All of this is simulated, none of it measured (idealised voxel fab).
Presented below is a process module, voxel air gaps.
Cross-section cut spans 175 nm and uses square cells 5 nm in size.
Cross-section format: a grid of square cells, given as bands from top to bottom; each band is one or more rows of cells. The entry gives the band's vertical extent as a top height and a bottom height in nm, then its horizontal make-up as materials from left to right, each with a width in nm. "empty" stands for empty space; a single material marked "full width" fills the band edge to edge. Heads up on the height convention: 0 is the point under which the incoming wafer is all one material, and the lowest band has no bottom, it just keeps going down, like "from 0 down". Read "30->40" as a graded width: first number on top, second number at the bottom, same change between each pair of neighbouring rows. Where a step carries "no modifications", the cross-section came out of it unchanged, cell for cell. Enclosed voids (no open way to top), threshold 8 cells or more, entry "Closed void listing", notation width x height at distance, distance from left edge, nm. Text after the settings on a step's line: the simulator's own remark on that step. A step line may carry the setting "overlay nm", which, for steps involving a mask, states the distance by which the mask lay to the right of its intended position; negative values denote displacement to the left.
Here's what the planned process steps look like
- 1: RECEIVE | material Si
- 2: CONFORMAL_DEP | material SiO2 | thk nm 15
- 3: CONFORMAL_DEP | material SiCN | thk nm 5
- 4: DIRECTIONAL_DEP | material lowk | thk nm 35
- 5: DIRECTIONAL_DEP | material aC | thk nm 15
- 6: PATTERN | tone open | mask id LINES | material resist | width nm 25 | pitch nm 50 | thk nm 30 | overlay nm -10
- 7: DIRECTIONAL_ETCH | etch materials aC | depth nm 15
- 8: STRIP | etch materials resist
- 9: DIRECTIONAL_ETCH | etch materials lowk | depth nm 35
- 10: STRIP | etch materials aC
- 11: CONFORMAL_DEP | material TiN | thk nm 5
- 12: FILL_DEP | material Cu | thk nm 5
- 13: CMP | height nm 55
- 14: EPI | material Ru | thk nm 10
- 15: SELECTIVE_ETCH | etch materials lowk | depth nm 45
- 16: CONFORMAL_DEP | material SiCN | thk nm 5
The value of overlay nm given for step 6 in the plan refers to the first wafer; the wafers vary in this setting and are alike at the start.
Step 1 complete: as-received cross-section of the first of several wafers
- from 0 down: Si full width
- Closed void listing: none
End-of-module cross-section, first of several wafers, after last step 16
- from 70 to 65: SiCN 155 | empty 20
- from 65 to 55: SiCN 5 | Ru 45 | SiCN 5 | Ru 45 | SiCN 5 | Ru 45 | SiCN 5 | empty 20
- from 55 to 50: SiCN 15 | TiN 5 | Cu 15 | TiN 5 | SiCN 25 | TiN 5 | Cu 15 | TiN 5 | SiCN 25 | TiN 5 | Cu 15 | TiN 5 | SiCN 15 | empty 20
- from 50 to 25: empty 10 | SiCN 5 | TiN 5 | Cu 15 | TiN 5 | SiCN 5 | empty 15 | SiCN 5 | TiN 5 | Cu 15 | TiN 5 | SiCN 5 | empty 15 | SiCN 5 | TiN 5 | Cu 15 | TiN 5 | SiCN 5 | empty 30
- from 25 to 20: SiCN 15 | TiN 25 | SiCN 25 | TiN 25 | SiCN 25 | TiN 25 | SiCN 35
- from 20 to 15: SiCN full width
- from 15 to 0: SiO2 full width
- from 0 down: Si full width
- Closed void listing: 10 x 25 at 0; 15 x 25 at 45; 15 x 25 at 95
Final wafer cross-section at module end
- from 70 to 65: empty 20 | SiCN 155
- from 65 to 55: empty 20 | SiCN 5 | Ru 45 | SiCN 5 | Ru 45 | SiCN 5 | Ru 45 | SiCN 5
- from 55 to 50: empty 20 | SiCN 15 | TiN 5 | Cu 15 | TiN 5 | SiCN 25 | TiN 5 | Cu 15 | TiN 5 | SiCN 25 | TiN 5 | Cu 15 | TiN 5 | SiCN 15
- from 50 to 25: empty 30 | SiCN 5 | TiN 5 | Cu 15 | TiN 5 | SiCN 5 | empty 15 | SiCN 5 | TiN 5 | Cu 15 | TiN 5 | SiCN 5 | empty 15 | SiCN 5 | TiN 5 | Cu 15 | TiN 5 | SiCN 5 | empty 10
- from 25 to 20: SiCN 35 | TiN 25 | SiCN 25 | TiN 25 | SiCN 25 | TiN 25 | SiCN 15
- from 20 to 15: SiCN full width
- from 15 to 0: SiO2 full width
- from 0 down: Si full width
- Closed void listing: 15 x 25 at 65; 15 x 25 at 115; 10 x 25 at 165
Basically each wafer gets a line in the table, showing it at the end of the module: material by material, the cells it gained (+) or lost (-) since we got it, then its closed voids
overlay nm -10 | +54 Cu | +54 Ru | +140 SiCN | +105 SiO2 | +51 TiN | Closed void listing: 10 x 25 at 0; 15 x 25 at 45; 15 x 25 at 95
overlay nm -5 | +54 Cu | +54 Ru | +140 SiCN | +105 SiO2 | +51 TiN | Closed void listing: 15 x 25 at 50; 15 x 25 at 100
overlay nm 0 | +54 Cu | +54 Ru | +140 SiCN | +105 SiO2 | +51 TiN | Closed void listing: 15 x 25 at 55; 15 x 25 at 105
overlay nm 5 | +54 Cu | +54 Ru | +140 SiCN | +105 SiO2 | +51 TiN | Closed void listing: 15 x 25 at 60; 15 x 25 at 110
overlay nm 10 | +54 Cu | +54 Ru | +140 SiCN | +105 SiO2 | +51 TiN | Closed void listing: 15 x 25 at 65; 15 x 25 at 115; 10 x 25 at 165
